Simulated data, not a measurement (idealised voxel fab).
The document below concerns the process module designated voxel fin reveal.
Pictured: cross-section cut, 200 nm wide, on a grid of 5 nm square cells.
In this document a cross-section is written as a grid of square cells. It is given as a series of bands, listed from the top down, and a band is one or more rows of cells. Heights first: top, then bottom, in nm. Then materials, left to right, each with a width in nm. "everywhere" on a single material: fills the band edge to edge. "air": empty space. Heights from 0 (as-received wafer is one material below). Bottom band endless downward, as "0 nm and below". A width such as "30->40" changes by the same amount from each row of cells to the next, from the band's top row to its bottom row. The cross-section has no changed cell in any step marked "nothing got changed". "Entrapped void list" contains a list of empty spaces, each no smaller than 8 cells and without an open way to the top, written in the form width x height at distance with the distance from the left edge and all three in nm. That trailing text on a step's line, after the settings, is the simulator's own remark on the step. The optional step-line setting "overlay nm" applies to steps with a mask and quantifies how far to the right of its planned location the mask lay, a negative value indicating leftward placement.
**These are the steps we planned for the process**
step 1: RECEIVE [material Si]
step 2: CONFORMAL_DEP [material SiN] [thk nm 5]
step 3: DIRECTIONAL_DEP [material aC] [thk nm 15]
step 4: PATTERN [tone cover] [mask id FINS] [material resist] [width nm 15] [pitch nm 35] [thk nm 35] [overlay nm 0]
step 5: DIRECTIONAL_ETCH [etch materials aC] [depth nm 15]
step 6: STRIP [etch materials resist]
step 7: DIRECTIONAL_ETCH [etch materials SiN] [depth nm 5]
step 8: DIRECTIONAL_ETCH [etch materials Si] [depth nm 35]
step 9: STRIP [etch materials aC]
step 10: OXIDIZE [depth nm 5]
step 11: FILL_DEP [material SiO2] [thk nm 10]
step 12: CMP [height nm 5]
step 13: SELECTIVE_ETCH [etch materials SiO2] [depth nm 30]
step 14: STRIP [etch materials SiN]
**Wafer at receipt (post step 1), cross-section**
	0 nm and below: Si everywhere
	Entrapped void list: none
**End state of the module in cross-section, given the above starting point and plan and one mistake in execution**
	5 nm to 0 nm: air 75, SiN 15, air 20, SiN 15, air 75
	0 nm to -40 nm: air 80, Si 5, air 30, Si 5, air 80
	-40 nm and below: Si everywhere
	Entrapped void list: none
Run error: step 14: run off-plan, actual operation and settings STRIP [etch materials SiO2]
